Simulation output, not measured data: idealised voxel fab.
Module name: voxel transistor to metal (process module)
Section shown: cut. Width: 150 nm. Cell size: 5 nm, square.
Notation: cross-section as square-cell grid; stated in bands, top first, going down; one or more cell rows per band. The band entry comprises the height of the band's top followed by the height of its bottom, expressed in nm, and subsequently the band's materials from left to right, each stated together with its width in nm. Where a single material is marked with the word "edge to edge", that material fills the band from edge to edge. The word "empty" represents empty space. Note: height 0 marks the level under which the wafer is uniformly one material as received. Lowest band unbounded below, written "0..down". So if you see something like "30..40" for the width, read it as the top row of the band sitting at the first number and the bottom row at the second, with every row in between moving by the same amount as the last. "nothing got changed" (step): cross-section cells unchanged, all of them. Reported under the label "Tabulated closed voids" are the empty spaces having no open way to the top and comprising 8 cells or more; the notation for each is width x height at distance, in which the distance is measured from the left edge and all three values are in nm. Whatever follows a step's settings on its line is a remark the simulator itself makes about that step. Steps that use a mask can have "overlay nm" on their line. It says how far the mask sat to the right of where it was meant to be. Negative means to the left. Layout of what follows: cross-section pairs, each bracketing one process step, the after cross-section shown only to the lowest band that changed, the step between and its settings noted under each pair. Pairs may originate in different runs of this module on the same starting wafer; a pair continues from the pair above only where its entry headed "Pre-step cross-section" says so.
[Pre-step cross-section]
    80..70 | aC edge to edge
    70..45 | lowk edge to edge
    45..40 | SiN edge to edge
    40..25 | 25 SiO2  5 TiN  5 W  5 TiN  65 SiO2  5 TiN  5 W  5 TiN  30 SiO2
    25..15 | 25 SiO2  5 TiN  5 W  5 TiN  10 SiO2  10 SiN  25 SiCN  10 SiN  10 SiO2  5 TiN  5 W  5 TiN  30 SiO2
    15..10 | 25 SiO2  5 TiN  5 W  5 TiN  10 SiO2  10 SiN  25 polySi  10 SiN  10 SiO2  5 TiN  5 W  5 TiN  30 SiO2
    10..5 | 25 SiO2  15 TiN  10 SiO2  10 SiN  25 polySi  10 SiN  10 SiO2  15 TiN  30 SiO2
    5..0 | 35 SiO2  15 nSi  10 SiN  25 polySi  10 SiN  15 nSi  40 SiO2
    0..-5 | 15 SiO2  10 SiN  10 SiO2  15 nSi  10 SiN  25 polySi  10 SiN  15 nSi  10 SiO2  10 SiN  20 SiO2
    -5..-10 | 35 SiO2  15 nSi  45 SiO2  15 nSi  40 SiO2
    -10..-25 | 25 SiO2  25 nSi  45 Si  25 nSi  30 SiO2
    -25..-45 | 25 SiO2  95 Si  30 SiO2
    -45..down | Si edge to edge
    Tabulated closed voids: none
[Post-Step Geometry]
    105..80 | 25 resist  15 empty  65 resist  15 empty  30 resist
    Note: structure below 80 unchanged.
    Tabulated closed voids: none
Going from one cross-section above to the next, the wafer undergoes op PATTERN | tone open | mask id METAL_1 | material resist | width nm 15 | pitch nm 80 | thk nm 25 | overlay nm 0
Pre-step cross-section: the after view from the pair directly above serves as the before view here.
[Post-Step Geometry]
    95..80 | 25 resist  15 empty  65 resist  15 empty  30 resist
    80..70 | 25 aC  15 empty  65 aC  15 empty  30 aC
    Note: structure below 70 unchanged.
    Tabulated closed voids: none
Going from one cross-section above to the next, the wafer undergoes op DIRECTIONAL_ETCH | etch materials aC | depth nm 10
Pre-step cross-section: the after view from the pair directly above serves as the before view here.
[Post-Step Geometry]
    80..70 | 25 aC  15 empty  65 aC  15 empty  30 aC
    Note: structure below 70 unchanged.
    Tabulated closed voids: none
Going from one cross-section above to the next, the wafer undergoes op STRIP | etch materials resist
Pre-step cross-section: the after view from the pair directly above serves as the before view here.
[Post-Step Geometry]
    80..70 | 25 aC  15 empty  65 aC  15 empty  30 aC
    70..45 | 25 lowk  15 empty  65 lowk  15 empty  30 lowk
    Note: structure below 45 unchanged.
    Tabulated closed voids: none
Going from one cross-section above to the next, the wafer undergoes op DIRECTIONAL_ETCH | etch materials lowk | depth nm 25
Pre-step cross-section: the after view from the pair directly above serves as the before view here.
[Post-Step Geometry]
    80..70 | 25 aC  15 empty  65 aC  15 empty  30 aC
    70..45 | 25 lowk  15 empty  65 lowk  15 empty  30 lowk
    45..40 | 25 SiN  15 empty  65 SiN  15 empty  30 SiN
    Note: structure below 40 unchanged.
    Tabulated closed voids: none
Going from one cross-section above to the next, the wafer undergoes op DIRECTIONAL_ETCH | etch materials SiN | depth nm 5
Pre-step cross-section: the after view from the pair directly above serves as the before view here.
[Post-Step Geometry]
    70..45 | 25 lowk  15 empty  65 lowk  15 empty  30 lowk
    Note: structure below 45 unchanged.
    Tabulated closed voids: none
Going from one cross-section above to the next, the wafer undergoes op STRIP | etch materials aC
Pre-step cross-section: the after view from the pair directly above serves as the before view here.
[Post-Step Geometry]
    75..70 | 30 TiN  5 empty  75 TiN  5 empty  35 TiN
    70..45 | 25 lowk  5 TiN  5 empty  5 TiN  65 lowk  5 TiN  5 empty  5 TiN  30 lowk
    45..40 | 25 SiN  15 TiN  65 SiN  15 TiN  30 SiN
    Note: structure below 40 unchanged.
    Tabulated closed voids: none
Going from one cross-section above to the next, the wafer undergoes op CONFORMAL_DEP | material TiN | thk nm 5
Pre-step cross-section: the after view from the pair directly above serves as the before view here.
[Post-Step Geometry]
    80..75 | Cu edge to edge
    75..70 | 30 TiN  5 Cu  75 TiN  5 Cu  35 TiN
    70..45 | 25 lowk  5 TiN  5 Cu  5 TiN  65 lowk  5 TiN  5 Cu  5 TiN  30 lowk
    Note: structure below 45 unchanged.
    Tabulated closed voids: none
Going from one cross-section above to the next, the wafer undergoes op FILL_DEP | material Cu | thk nm 5
Pre-step cross-section: the after view from the pair directly above serves as the before view here.
[Post-Step Geometry]
    70..45 | 25 lowk  5 TiN  5 Cu  5 TiN  65 lowk  5 TiN  5 Cu  5 TiN  30 lowk
    Note: structure below 45 unchanged.
    Tabulated closed voids: none
Going from one cross-section above to the next, the wafer undergoes op CMP | height nm 70
Pre-step cross-section: the after view from the pair directly above serves as the before view here.
[Post-Step Geometry]
    75..70 | SiN edge to edge
    Note: structure below 70 unchanged.
    Tabulated closed voids: none
Going from one cross-section above to the next, the wafer undergoes op CONFORMAL_DEP | material SiN | thk nm 5
[Pre-step cross-section]
    15..0 | 20 SiO2  105 SiN  25 SiO2
    0..-5 | SiO2 edge to edge
    -5..-45 | 25 SiO2  95 Si  30 SiO2
    -45..down | Si edge to edge
    Tabulated closed voids: none
[Post-Step Geometry]
    15..0 | 20 SiO2  105 empty  25 SiO2
    Note: structure below 0 unchanged.
    Tabulated closed voids: none
Going from one cross-section above to the next, the wafer undergoes op STRIP | etch materials SiN
Pre-step cross-section: the after view from the pair directly above serves as the before view here.
[Post-Step Geometry]
    5..-5 | 10 SiO2  125 empty  15 SiO2
    -5..-10 | 10 SiO2  15 empty  95 Si  15 empty  15 SiO2
    Note: structure below -10 unchanged.
    Tabulated closed voids: none
Going from one cross-section above to the next, the wafer undergoes op SELECTIVE_ETCH | etch materials SiO2 | depth nm 10
Pre-step cross-section: the after view from the pair directly above serves as the before view here.
[Post-Step Geometry]
    0..-5 | 5 SiO2  135 empty  10 SiO2
    -5..-15 | 5 SiO2  20 empty  95 Si  20 empty  10 SiO2
    Note: structure below -15 unchanged.
    Tabulated closed voids: none
Going from one cross-section above to the next, the wafer undergoes op SELECTIVE_ETCH | etch materials SiO2 | depth nm 5
Pre-step cross-section: the after view from the pair directly above serves as the before view here.
[Post-Step Geometry]
    0..-5 | 5 SiO2  135 empty  10 SiO2
    -5..-10 | 5 SiO2  20 empty  95 SiO2  20 empty  10 SiO2
    -10..-15 | 5 SiO2  20 empty  5 SiO2  85 Si  5 SiO2  20 empty  10 SiO2
    -15..-20 | 30 SiO2  85 Si  35 SiO2
    Note: structure below -20 unchanged.
    Tabulated closed voids: none
Going from one cross-section above to the next, the wafer undergoes op OXIDIZE | depth nm 5
Pre-step cross-section: the after view from the pair directly above serves as the before view here.
[Post-Step Geometry]
    20..15 | 5 polySi  135 empty  10 polySi
    15..5 | 5 polySi  20 empty  95 polySi  20 empty  10 polySi
    5..0 | polySi edge to edge
    0..-5 | 5 SiO2  135 polySi  10 SiO2
    -5..-10 | 5 SiO2  20 polySi  95 SiO2  20 polySi  10 SiO2
    -10..-15 | 5 SiO2  20 polySi  5 SiO2  85 Si  5 SiO2  20 polySi  10 SiO2
    Note: structure below -15 unchanged.
    Tabulated closed voids: none
Going from one cross-section above to the next, the wafer undergoes op DIRECTIONAL_DEP | material polySi | thk nm 20
Pre-step cross-section: the after view from the pair directly above serves as the before view here.
[Post-Step Geometry]
    30..25 | 5 SiCN  135 empty  10 SiCN
    25..20 | 5 SiCN  20 empty  95 SiCN  20 empty  10 SiCN
    20..15 | 5 polySi  20 empty  95 SiCN  20 empty  10 polySi
    15..5 | 5 polySi  20 SiCN  95 polySi  20 SiCN  10 polySi
    Note: structure below 5 unchanged.
    Tabulated closed voids: none
Going from one cross-section above to the next, the wafer undergoes op DIRECTIONAL_DEP | material SiCN | thk nm 10
Pre-step cross-section: the after view from the pair directly above serves as the before view here.
[Post-Step Geometry]
    25..20 | 60 empty  25 SiCN  65 empty
    20..15 | 5 polySi  55 empty  25 SiCN  55 empty  10 polySi
    15..5 | 5 polySi  20 empty  95 polySi  20 empty  10 polySi
    Note: structure below 5 unchanged.
    Tabulated closed voids: none
Going from one cross-section above to the next, the wafer undergoes op MASKED_ETCH | tone cover | mask id GATE | width nm 25 | etch materials SiCN | depth nm 20 | overlay nm 0
Pre-step cross-section: the after view from the pair directly above serves as the before view here.
[Post-Step Geometry]
    25..15 | 60 empty  25 SiCN  65 empty
    15..0 | 60 empty  25 polySi  65 empty
    0..-5 | 5 SiO2  55 empty  25 polySi  55 empty  10 SiO2
    -5..-10 | 5 SiO2  20 empty  95 SiO2  20 empty  10 SiO2
    -10..-15 | 5 SiO2  20 empty  5 SiO2  85 Si  5 SiO2  20 empty  10 SiO2
    Note: structure below -15 unchanged.
    Tabulated closed voids: none
Going from one cross-section above to the next, the wafer undergoes op MASKED_ETCH | tone cover | mask id GATE | width nm 25 | etch materials polySi | depth nm 30 | overlay nm 0
Pre-step cross-section: the after view from the pair directly above serves as the before view here.
[Post-Step Geometry]
    35..25 | 50 empty  45 SiN  55 empty
    25..15 | 50 empty  10 SiN  25 SiCN  10 SiN  55 empty
    15..10 | 50 empty  10 SiN  25 polySi  10 SiN  55 empty
    10..5 | 15 SiN  35 empty  10 SiN  25 polySi  10 SiN  35 empty  20 SiN
    5..0 | 60 SiN  25 polySi  65 SiN
    0..-5 | 5 SiO2  55 SiN  25 polySi  55 SiN  10 SiO2
    -5..-10 | 5 SiO2  20 SiN  95 SiO2  20 SiN  10 SiO2
    -10..-15 | 5 SiO2  20 SiN  5 SiO2  85 Si  5 SiO2  20 SiN  10 SiO2
    Note: structure below -15 unchanged.
    Tabulated closed voids: none
Going from one cross-section above to the next, the wafer undergoes op CONFORMAL_DEP | material SiN | thk nm 10
Pre-step cross-section: the after view from the pair directly above serves as the before view here.
[Post-Step Geometry]
    25..15 | 50 empty  10 SiN  25 SiCN  10 SiN  55 empty
    15..0 | 50 empty  10 SiN  25 polySi  10 SiN  55 empty
    0..-5 | 5 SiO2  10 SiN  35 empty  10 SiN  25 polySi  10 SiN  35 empty  10 SiN  10 SiO2
    Note: structure below -5 unchanged.
    Tabulated closed voids: none
Going from one cross-section above to the next, the wafer undergoes op DIRECTIONAL_ETCH | etch materials SiN | depth nm 10
Pre-step cross-section: the after view from the pair directly above serves as the before view here.
[Post-Step Geometry]
    25..15 | 50 empty  10 SiN  25 SiCN  10 SiN  55 empty
    15..0 | 50 empty  10 SiN  25 polySi  10 SiN  55 empty
    0..-5 | 5 empty  10 SiN  35 empty  10 SiN  25 polySi  10 SiN  35 empty  10 SiN  10 empty
    -5..-10 | 5 SiO2  20 SiN  25 empty  45 SiO2  25 empty  20 SiN  10 SiO2
    Note: structure below -10 unchanged.
    Tabulated closed voids: none
Going from one cross-section above to the next, the wafer undergoes op DIRECTIONAL_ETCH | etch materials SiO2 | depth nm 5
Pre-step cross-section: the after view from the pair directly above serves as the before view here.
[Post-Step Geometry]
    25..15 | 50 empty  10 SiN  25 SiCN  10 SiN  55 empty
    15..0 | 50 empty  10 SiN  25 polySi  10 SiN  55 empty
    0..-5 | 5 empty  10 SiN  35 empty  10 SiN  25 polySi  10 SiN  35 empty  10 SiN  10 empty
    -5..-10 | 5 SiO2  20 SiN  25 empty  45 SiO2  25 empty  20 SiN  10 SiO2
    -10..-15 | 5 SiO2  20 SiN  5 SiO2  20 empty  45 Si  20 empty  5 SiO2  20 SiN  10 SiO2
    -15..-20 | 30 SiO2  20 empty  45 Si  20 empty  35 SiO2
    -20..-25 | 25 SiO2  5 Si  20 empty  45 Si  20 empty  5 Si  30 SiO2
    Note: structure below -25 unchanged.
    Tabulated closed voids: none
Going from one cross-section above to the next, the wafer undergoes op DIRECTIONAL_ETCH | etch materials Si | depth nm 15
Pre-step cross-section: the after view from the pair directly above serves as the before view here.
[Post-Step Geometry]
    25..15 | 50 empty  10 SiN  25 SiCN  10 SiN  55 empty
    15..5 | 50 empty  10 SiN  25 polySi  10 SiN  55 empty
    5..0 | 35 empty  15 nSi  10 SiN  25 polySi  10 SiN  15 nSi  40 empty
    0..-5 | 5 empty  10 SiN  20 empty  15 nSi  10 SiN  25 polySi  10 SiN  15 nSi  20 empty  10 SiN  10 empty
    -5..-10 | 5 SiO2  20 SiN  25 nSi  45 SiO2  25 nSi  20 SiN  10 SiO2
    -10..-15 | 5 SiO2  20 SiN  5 SiO2  20 nSi  45 Si  20 nSi  5 SiO2  20 SiN  10 SiO2
    -15..-20 | 30 SiO2  20 nSi  45 Si  20 nSi  35 SiO2
    -20..-25 | 25 SiO2  5 Si  20 nSi  45 Si  20 nSi  5 Si  30 SiO2
    Note: structure below -25 unchanged.
    Tabulated closed voids: none
Going from one cross-section above to the next, the wafer undergoes op EPI | material nSi | thk nm 15
Pre-step cross-section: the after view from the pair directly above serves as the before view here.
[Post-Step Geometry]
    35..25 | SiO2 edge to edge
    25..15 | 50 SiO2  10 SiN  25 SiCN  10 SiN  55 SiO2
    15..5 | 50 SiO2  10 SiN  25 polySi  10 SiN  55 SiO2
    5..0 | 35 SiO2  15 nSi  10 SiN  25 polySi  10 SiN  15 nSi  40 SiO2
    0..-5 | 5 SiO2  10 SiN  20 SiO2  15 nSi  10 SiN  25 polySi  10 SiN  15 nSi  20 SiO2  10 SiN  10 SiO2
    Note: structure below -5 unchanged.
    Tabulated closed voids: none
Going from one cross-section above to the next, the wafer undergoes op FILL_DEP | material SiO2 | thk nm 10
Pre-step cross-section: the after view from the pair directly above serves as the before view here.
[Post-Step Geometry]
    25..15 | 50 SiO2  10 SiN  25 SiCN  10 SiN  55 SiO2
    Note: structure below 15 unchanged.
    Tabulated closed voids: none
Going from one cross-section above to the next, the wafer undergoes op CMP | height nm 25
Pre-step cross-section: the after view from the pair directly above serves as the before view here.
[Post-Step Geometry]
    40..25 | SiO2 edge to edge
    Note: structure below 25 unchanged.
    Tabulated closed voids: none
Going from one cross-section above to the next, the wafer undergoes op DIRECTIONAL_DEP | material SiO2 | thk nm 15
Pre-step cross-section: the after view from the pair directly above serves as the before view here.
[Post-Step Geometry]
    55..40 | 25 resist  15 empty  65 resist  15 empty  30 resist
    Note: structure below 40 unchanged.
    Tabulated closed voids: none
Going from one cross-section above to the next, the wafer undergoes op PATTERN | tone open | mask id CONTACT | material resist | width nm 15 | pitch nm 80 | thk nm 15 | overlay nm 0
Pre-step cross-section: the after view from the pair directly above serves as the before view here.
[Post-Step Geometry]
    55..40 | 25 resist  15 empty  65 resist  15 empty  30 resist
    40..25 | 25 SiO2  15 empty  65 SiO2  15 empty  30 SiO2
    25..15 | 25 SiO2  15 empty  10 SiO2  10 SiN  25 SiCN  10 SiN  10 SiO2  15 empty  30 SiO2
    15..5 | 25 SiO2  15 empty  10 SiO2  10 SiN  25 polySi  10 SiN  10 SiO2  15 empty  30 SiO2
    5..0 | 25 SiO2  10 empty  15 nSi  10 SiN  25 polySi  10 SiN  15 nSi  10 empty  30 SiO2
    0..-5 | 5 SiO2  10 SiN  10 SiO2  10 empty  15 nSi  10 SiN  25 polySi  10 SiN  15 nSi  10 empty  10 SiO2  10 SiN  10 SiO2
    Note: structure below -5 unchanged.
    Tabulated closed voids: none
Going from one cross-section above to the next, the wafer undergoes op DIRECTIONAL_ETCH | etch materials SiO2 | depth nm 50
Pre-step cross-section: the after view from the pair directly above serves as the before view here.
[Post-Step Geometry]
    40..25 | 25 SiO2  15 empty  65 SiO2  15 empty  30 SiO2
    Note: structure below 25 unchanged.
    Tabulated closed voids: none
Going from one cross-section above to the next, the wafer undergoes op STRIP | etch materials resist
Pre-step cross-section: the after view from the pair directly above serves as the before view here.
[Post-Step Geometry]
    45..40 | 30 TiN  5 empty  75 TiN  5 empty  35 TiN
    40..25 | 25 SiO2  5 TiN  5 empty  5 TiN  65 SiO2  5 TiN  5 empty  5 TiN  30 SiO2
    25..15 | 25 SiO2  5 TiN  5 empty  5 TiN  10 SiO2  10 SiN  25 SiCN  10 SiN  10 SiO2  5 TiN  5 empty  5 TiN  30 SiO2
    15..10 | 25 SiO2  5 TiN  5 empty  5 TiN  10 SiO2  10 SiN  25 polySi  10 SiN  10 SiO2  5 TiN  5 empty  5 TiN  30 SiO2
    10..5 | 25 SiO2  15 TiN  10 SiO2  10 SiN  25 polySi  10 SiN  10 SiO2  15 TiN  30 SiO2
    5..0 | 25 SiO2  10 TiN  15 nSi  10 SiN  25 polySi  10 SiN  15 nSi  10 TiN  30 SiO2
    0..-5 | 5 SiO2  10 SiN  10 SiO2  10 TiN  15 nSi  10 SiN  25 polySi  10 SiN  15 nSi  10 TiN  10 SiO2  10 SiN  10 SiO2
    Note: structure below -5 unchanged.
    Tabulated closed voids: none
Going from one cross-section above to the next, the wafer undergoes op CONFORMAL_DEP | material TiN | thk nm 5
Pre-step cross-section: the after view from the pair directly above serves as the before view here.
[Post-Step Geometry]
    55..45 | W edge to edge
    45..40 | 30 TiN  5 W  75 TiN  5 W  35 TiN
    40..25 | 25 SiO2  5 TiN  5 W  5 TiN  65 SiO2  5 TiN  5 W  5 TiN  30 SiO2
    25..15 | 25 SiO2  5 TiN  5 W  5 TiN  10 SiO2  10 SiN  25 SiCN  10 SiN  10 SiO2  5 TiN  5 W  5 TiN  30 SiO2
    15..10 | 25 SiO2  5 TiN  5 W  5 TiN  10 SiO2  10 SiN  25 polySi  10 SiN  10 SiO2  5 TiN  5 W  5 TiN  30 SiO2
    Note: structure below 10 unchanged.
    Tabulated closed voids: none
Going from one cross-section above to the next, the wafer undergoes op FILL_DEP | material W | thk nm 10
Pre-step cross-section: the after view from the pair directly above serves as the before view here.
[Post-Step Geometry]
    40..25 | 25 SiO2  5 TiN  5 W  5 TiN  65 SiO2  5 TiN  5 W  5 TiN  30 SiO2
    Note: structure below 25 unchanged.
    Tabulated closed voids: none
Going from one cross-section above to the next, the wafer undergoes op CMP | height nm 40
Pre-step cross-section: the after view from the pair directly above serves as the before view here.
[Post-Step Geometry]
    45..40 | SiN edge to edge
    Note: structure below 40 unchanged.
    Tabulated closed voids: none
Going from one cross-section above to the next, the wafer undergoes op CONFORMAL_DEP | material SiN | thk nm 5
Pre-step cross-section: the after view from the pair directly above serves as the before view here.
[Post-Step Geometry]
    70..45 | lowk edge to edge
    Note: structure below 45 unchanged.
    Tabulated closed voids: none
Going from one cross-section above to the next, the wafer undergoes op DIRECTIONAL_DEP | material lowk | thk nm 25
Pre-step cross-section: the after view from the pair directly above serves as the before view here.
[Post-Step Geometry]
    80..70 | aC edge to edge
    Note: structure below 70 unchanged.
    Tabulated closed voids: none
Going from one cross-section above to the next, the wafer undergoes op DIRECTIONAL_DEP | material aC | thk nm 10
Pre-step cross-section: the after view from the pair directly above serves as the before view here.
[Post-Step Geometry]
    105..80 | 25 resist  15 empty  65 resist  15 empty  30 resist
    Note: structure below 80 unchanged.
    Tabulated closed voids: none
Going from one cross-section above to the next, the wafer undergoes op PATTERN | tone open | mask id METAL_1 | material resist | width nm 15 | pitch nm 80 | thk nm 25 | overlay nm 0
Pre-step cross-section: the after view from the pair directly above serves as the before view here.
[Post-Step Geometry]
    95..80 | 25 resist  15 empty  65 resist  15 empty  30 resist
    80..70 | 25 aC  15 empty  65 aC  15 empty  30 aC
    Note: structure below 70 unchanged.
    Tabulated closed voids: none
Going from one cross-section above to the next, the wafer undergoes op DIRECTIONAL_ETCH | etch materials aC | depth nm 10
Pre-step cross-section: the after view from the pair directly above serves as the before view here.
[Post-Step Geometry]
    80..70 | 25 aC  15 empty  65 aC  15 empty  30 aC
    Note: structure below 70 unchanged.
    Tabulated closed voids: none
Going from one cross-section above to the next, the wafer undergoes op STRIP | etch materials resist
Pre-step cross-section: the after view from the pair directly above serves as the before view here.
[Post-Step Geometry]
    80..70 | 25 aC  15 empty  65 aC  15 empty  30 aC
    70..45 | 25 lowk  15 empty  65 lowk  15 empty  30 lowk
    Note: structure below 45 unchanged.
    Tabulated closed voids: none
Going from one cross-section above to the next, the wafer undergoes op DIRECTIONAL_ETCH | etch materials lowk | depth nm 25
Pre-step cross-section: the after view from the pair directly above serves as the before view here.
[Post-Step Geometry]
    80..70 | 25 aC  15 empty  65 aC  15 empty  30 aC
    70..45 | 25 lowk  15 empty  65 lowk  15 empty  30 lowk
    45..40 | 25 SiN  15 empty  65 SiN  15 empty  30 SiN
    Note: structure below 40 unchanged.
    Tabulated closed voids: none
Going from one cross-section above to the next, the wafer undergoes op DIRECTIONAL_ETCH | etch materials SiN | depth nm 5
Pre-step cross-section: the after view from the pair directly above serves as the before view here.
[Post-Step Geometry]
    70..45 | 25 lowk  15 empty  65 lowk  15 empty  30 lowk
    Note: structure below 45 unchanged.
    Tabulated closed voids: none
Going from one cross-section above to the next, the wafer undergoes op STRIP | etch materials aC
Pre-step cross-section: the after view from the pair directly above serves as the before view here.
[Post-Step Geometry]
    75..70 | 30 TiN  5 empty  75 TiN  5 empty  35 TiN
    70..45 | 25 lowk  5 TiN  5 empty  5 TiN  65 lowk  5 TiN  5 empty  5 TiN  30 lowk
    45..40 | 25 SiN  15 TiN  65 SiN  15 TiN  30 SiN
    Note: structure below 40 unchanged.
    Tabulated closed voids: none
Going from one cross-section above to the next, the wafer undergoes op CONFORMAL_DEP | material TiN | thk nm 5
Pre-step cross-section: the after view from the pair directly above serves as the before view here.
[Post-Step Geometry]
    80..75 | Cu edge to edge
    75..70 | 30 TiN  5 Cu  75 TiN  5 Cu  35 TiN
    70..45 | 25 lowk  5 TiN  5 Cu  5 TiN  65 lowk  5 TiN  5 Cu  5 TiN  30 lowk
    Note: structure below 45 unchanged.
    Tabulated closed voids: none
Going from one cross-section above to the next, the wafer undergoes op FILL_DEP | material Cu | thk nm 5
Pre-step cross-section: the after view from the pair directly above serves as the before view here.
[Post-Step Geometry]
    70..45 | 25 lowk  5 TiN  5 Cu  5 TiN  65 lowk  5 TiN  5 Cu  5 TiN  30 lowk
    Note: structure below 45 unchanged.
    Tabulated closed voids: none
Going from one cross-section above to the next, the wafer undergoes op CMP | height nm 70
Pre-step cross-section: the after view from the pair directly above serves as the before view here.
[Post-Step Geometry]
    75..70 | SiN edge to edge
    Note: structure below 70 unchanged.
    Tabulated closed voids: none
Going from one cross-section above to the next, the wafer undergoes op CONFORMAL_DEP | material SiN | thk nm 5
[Pre-step cross-section]
    25..15 | 50 SiO2  10 SiN  25 SiCN  10 SiN  55 SiO2
    15..5 | 50 SiO2  10 SiN  25 polySi  10 SiN  55 SiO2
    5..0 | 35 SiO2  15 nSi  10 SiN  25 polySi  10 SiN  15 nSi  40 SiO2
    0..-5 | 15 SiO2  10 SiN  10 SiO2  15 nSi  10 SiN  25 polySi  10 SiN  15 nSi  10 SiO2  10 SiN  20 SiO2
    -5..-10 | 35 SiO2  15 nSi  45 SiO2  15 nSi  40 SiO2
    -10..-25 | 25 SiO2  25 nSi  45 Si  25 nSi  30 SiO2
    -25..-45 | 25 SiO2  95 Si  30 SiO2
    -45..down | Si edge to edge
    Tabulated closed voids: none
[Post-Step Geometry]
    30..25 | SiO2 edge to edge
    Note: structure below 25 unchanged.
    Tabulated closed voids: none
Going from one cross-section above to the next, the wafer undergoes op DIRECTIONAL_DEP | material SiO2 | thk nm 5
Pre-step cross-section: the after view from the pair directly above serves as the before view here.
[Post-Step Geometry]
    45..30 | 25 resist  15 empty  65 resist  15 empty  30 resist
    Note: structure below 30 unchanged.
    Tabulated closed voids: none
Going from one cross-section above to the next, the wafer undergoes op PATTERN | tone open | mask id CONTACT | material resist | width nm 15 | pitch nm 80 | thk nm 15 | overlay nm 0
Pre-step cross-section: the after view from the pair directly above serves as the before view here.
[Post-Step Geometry]
    45..30 | 25 resist  15 empty  65 resist  15 empty  30 resist
    30..25 | 25 SiO2  15 empty  65 SiO2  15 empty  30 SiO2
    25..15 | 25 SiO2  15 empty  10 SiO2  10 SiN  25 SiCN  10 SiN  10 SiO2  15 empty  30 SiO2
    15..5 | 25 SiO2  15 empty  10 SiO2  10 SiN  25 polySi  10 SiN  10 SiO2  15 empty  30 SiO2
    5..0 | 25 SiO2  10 empty  15 nSi  10 SiN  25 polySi  10 SiN  15 nSi  10 empty  30 SiO2
    0..-5 | 15 SiO2  10 SiN  10 empty  15 nSi  10 SiN  25 polySi  10 SiN  15 nSi  10 empty  10 SiN  20 SiO2
    -5..-10 | 25 SiO2  10 empty  15 nSi  45 SiO2  15 nSi  10 empty  30 SiO2
    Note: structure below -10 unchanged.
    Tabulated closed voids: none
Going from one cross-section above to the next, the wafer undergoes op DIRECTIONAL_ETCH | etch materials SiO2 | depth nm 50
Pre-step cross-section: the after view from the pair directly above serves as the before view here.
[Post-Step Geometry]
    30..25 | 25 SiO2  15 empty  65 SiO2  15 empty  30 SiO2
    Note: structure below 25 unchanged.
    Tabulated closed voids: none
Going from one cross-section above to the next, the wafer undergoes op STRIP | etch materials resist
Pre-step cross-section: the after view from the pair directly above serves as the before view here.
[Post-Step Geometry]
    35..30 | 30 TiN  5 empty  75 TiN  5 empty  35 TiN
    30..25 | 25 SiO2  5 TiN  5 empty  5 TiN  65 SiO2  5 TiN  5 empty  5 TiN  30 SiO2
    25..15 | 25 SiO2  5 TiN  5 empty  5 TiN  10 SiO2  10 SiN  25 SiCN  10 SiN  10 SiO2  5 TiN  5 empty  5 TiN  30 SiO2
    15..10 | 25 SiO2  5 TiN  5 empty  5 TiN  10 SiO2  10 SiN  25 polySi  10 SiN  10 SiO2  5 TiN  5 empty  5 TiN  30 SiO2
    10..5 | 25 SiO2  15 TiN  10 SiO2  10 SiN  25 polySi  10 SiN  10 SiO2  15 TiN  30 SiO2
    5..0 | 25 SiO2  10 TiN  15 nSi  10 SiN  25 polySi  10 SiN  15 nSi  10 TiN  30 SiO2
    0..-5 | 15 SiO2  10 SiN  10 TiN  15 nSi  10 SiN  25 polySi  10 SiN  15 nSi  10 TiN  10 SiN  20 SiO2
    -5..-10 | 25 SiO2  10 TiN  15 nSi  45 SiO2  15 nSi  10 TiN  30 SiO2
    Note: structure below -10 unchanged.
    Tabulated closed voids: none
Going from one cross-section above to the next, the wafer undergoes op CONFORMAL_DEP | material TiN | thk nm 5
Pre-step cross-section: the after view from the pair directly above serves as the before view here.
[Post-Step Geometry]
    45..35 | W edge to edge
    35..30 | 30 TiN  5 W  75 TiN  5 W  35 TiN
    30..25 | 25 SiO2  5 TiN  5 W  5 TiN  65 SiO2  5 TiN  5 W  5 TiN  30 SiO2
    25..15 | 25 SiO2  5 TiN  5 W  5 TiN  10 SiO2  10 SiN  25 SiCN  10 SiN  10 SiO2  5 TiN  5 W  5 TiN  30 SiO2
    15..10 | 25 SiO2  5 TiN  5 W  5 TiN  10 SiO2  10 SiN  25 polySi  10 SiN  10 SiO2  5 TiN  5 W  5 TiN  30 SiO2
    Note: structure below 10 unchanged.
    Tabulated closed voids: none
Going from one cross-section above to the next, the wafer undergoes op FILL_DEP | material W | thk nm 10
Pre-step cross-section: the after view from the pair directly above serves as the before view here.
[Post-Step Geometry]
    40..35 | W edge to edge
    Note: structure below 35 unchanged.
    Tabulated closed voids: none
Going from one cross-section above to the next, the wafer undergoes op CMP | height nm 40
Pre-step cross-section: the after view from the pair directly above serves as the before view here.
[Post-Step Geometry]
    45..40 | SiN edge to edge
    Note: structure below 40 unchanged.
    Tabulated closed voids: none
Going from one cross-section above to the next, the wafer undergoes op CONFORMAL_DEP | material SiN | thk nm 5
Pre-step cross-section: the after view from the pair directly above serves as the before view here.
[Post-Step Geometry]
    70..45 | lowk edge to edge
    Note: structure below 45 unchanged.
    Tabulated closed voids: none
Going from one cross-section above to the next, the wafer undergoes op DIRECTIONAL_DEP | material lowk | thk nm 25
Pre-step cross-section: the after view from the pair directly above serves as the before view here.
[Post-Step Geometry]
    80..70 | aC edge to edge
    Note: structure below 70 unchanged.
    Tabulated closed voids: none
Going from one cross-section above to the next, the wafer undergoes op DIRECTIONAL_DEP | material aC | thk nm 10
Pre-step cross-section: the after view from the pair directly above serves as the before view here.
[Post-Step Geometry]
    105..80 | 25 resist  15 empty  65 resist  15 empty  30 resist
    Note: structure below 80 unchanged.
    Tabulated closed voids: none
Going from one cross-section above to the next, the wafer undergoes op PATTERN | tone open | mask id METAL_1 | material resist | width nm 15 | pitch nm 80 | thk nm 25 | overlay nm 0
Pre-step cross-section: the after view from the pair directly above serves as the before view here.
[Post-Step Geometry]
    95..80 | 25 resist  15 empty  65 resist  15 empty  30 resist
    80..70 | 25 aC  15 empty  65 aC  15 empty  30 aC
    Note: structure below 70 unchanged.
    Tabulated closed voids: none
Going from one cross-section above to the next, the wafer undergoes op DIRECTIONAL_ETCH | etch materials aC | depth nm 10
Pre-step cross-section: the after view from the pair directly above serves as the before view here.
[Post-Step Geometry]
    80..70 | 25 aC  15 empty  65 aC  15 empty  30 aC
    Note: structure below 70 unchanged.
    Tabulated closed voids: none
Going from one cross-section above to the next, the wafer undergoes op STRIP | etch materials resist
Pre-step cross-section: the after view from the pair directly above serves as the before view here.
[Post-Step Geometry]
    80..70 | 25 aC  15 empty  65 aC  15 empty  30 aC
    70..45 | 25 lowk  15 empty  65 lowk  15 empty  30 lowk
    Note: structure below 45 unchanged.
    Tabulated closed voids: none
Going from one cross-section above to the next, the wafer undergoes op DIRECTIONAL_ETCH | etch materials lowk | depth nm 25
